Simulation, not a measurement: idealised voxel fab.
Herein follows the process module entitled voxel self aligned contacts.
Section cut is 285 nm wide and gridded with 5 nm square cells.
If you're reading a cross-section in this doc, picture square cells in a grid; it comes to you as bands, top ones listed first down to the bottom, and a band can be one or more rows of cells.
This entry defines a band. It first specifies the height of the band's top and the height of its bottom in nm, and then specifies the band's materials from left to right, stating each material with its width in nm. The word "full width" identifies a single material that fills the band from edge to edge, while the word "air" identifies empty space.
We count height from 0. Below that, the starting wafer is all one material. The lowest band never ends at the bottom but goes on down; see "0 and below" for how that is written.
The expression "30->40" gives the width at the extremes of the band, the first number at its top row of cells and the second at its bottom row, with the width changing by equal amounts from each row to the next in between.
What does "nothing different" mean for a step? It means no cell of the cross-section changed in that step.
Look at "Enclosed void catalog" for the closed voids: empty spaces with no open path to the top, sized 8 cells or up. Each is width x height at distance, distance from the left edge, all nm.
What comes after the settings on a step's line is commentary from the simulator itself on that step.
Steps that use a mask can have "overlay nm" on their line. It says how far the mask sat to the right of where it was meant to be. Negative means to the left.
-- The following list gives the planned process steps
- 1: RECEIVE, material Si
- 2: OXIDIZE, depth nm 5
- 3: DIRECTIONAL_DEP, material polySi, thk nm 30
- 4: DIRECTIONAL_DEP, material SiN, thk nm 20
- 5: DIRECTIONAL_DEP, material aC, thk nm 15
- 6: PATTERN, tone cover, mask id GATE, material resist, width nm 25, pitch nm 60, thk nm 30, overlay nm 0
- 7: DIRECTIONAL_ETCH, etch materials aC, depth nm 15
- 8: STRIP, etch materials resist
- 9: DIRECTIONAL_ETCH, etch materials SiN, depth nm 20
- 10: DIRECTIONAL_ETCH, etch materials polySi, depth nm 30
- 11: STRIP, etch materials aC
- 12: CONFORMAL_DEP, material SiN, thk nm 10
- 13: DIRECTIONAL_ETCH, etch materials SiN, depth nm 10
- 14: FILL_DEP, material SiO2, thk nm 15
- 15: CMP, height nm 55
- 16: MASKED_ETCH, tone open, mask id CONTACT, width nm 45, pitch nm 60, etch materials SiO2, depth nm 60, overlay nm 0
- 17: CONFORMAL_DEP, material TiN, thk nm 5
- 18: FILL_DEP, material Ru, thk nm 10
- 19: CMP, height nm 55
- 20: CONFORMAL_DEP, material SiN, thk nm 5
-- Wafer as received: cross-section following step 1
> 0 and below  Si full width
> Enclosed void catalog: none
-- Post-module cross-section of the first of two wafers (run per plan)
> 60 down to 55  SiN full width
> 55 down to 50  SiO2: 90, TiN: 20, Ru: 5, TiN: 20, SiO2: 15, TiN: 20, Ru: 5, TiN: 20, SiO2: 90
> 50 down to 30  SiO2: 60, SiN: 45, TiN: 5, Ru: 5, TiN: 5, SiN: 45, TiN: 5, Ru: 5, TiN: 5, SiN: 45, SiO2: 60
> 30 down to 0  SiO2: 60, SiN: 10, polySi: 25, SiN: 10, TiN: 5, Ru: 5, TiN: 5, SiN: 10, polySi: 25, SiN: 10, TiN: 5, Ru: 5, TiN: 5, SiN: 10, polySi: 25, SiN: 10, SiO2: 60
> 0 down to -5  SiO2: 105, TiN: 15, SiO2: 45, TiN: 15, SiO2: 105
> -5 and below  Si full width
> Enclosed void catalog: none
-- Now the second wafer, cross-sectioned at the end of the module. Nothing different at the start, nothing different in the plan compared with the first, just one mistake when it was actually run
> 60 down to 55  SiN full width
> 55 down to 50  SiO2: 90, TiN: 20, Ru: 5, TiN: 20, SiO2: 15, TiN: 20, Ru: 5, TiN: 20, SiO2: 90
> 50 down to 25  SiO2: 60, SiN: 10, polySi: 25, SiN: 10, TiN: 5, Ru: 5, TiN: 5, SiN: 10, polySi: 25, SiN: 10, TiN: 5, Ru: 5, TiN: 5, SiN: 10, polySi: 25, SiN: 10, SiO2: 60
> 25 down to 20  SiO2: 60, SiN: 10, polySi: 25, SiN: 10, TiN: 15, SiN: 10, polySi: 25, SiN: 10, TiN: 15, SiN: 10, polySi: 25, SiN: 10, SiO2: 60
> 20 down to 0  SiN full width
> 0 down to -5  SiO2 full width
> -5 and below  Si full width
> Enclosed void catalog: none
What was the processing mistake? steps 3 and 4 of the plan were each performed in the slot designated for the other
The final cell counts differ between the wafers, with the second having more or fewer of some materials than the first: 10 fewer of Ru | 120 more of SiN | 90 fewer of SiO2 | 20 fewer of TiN
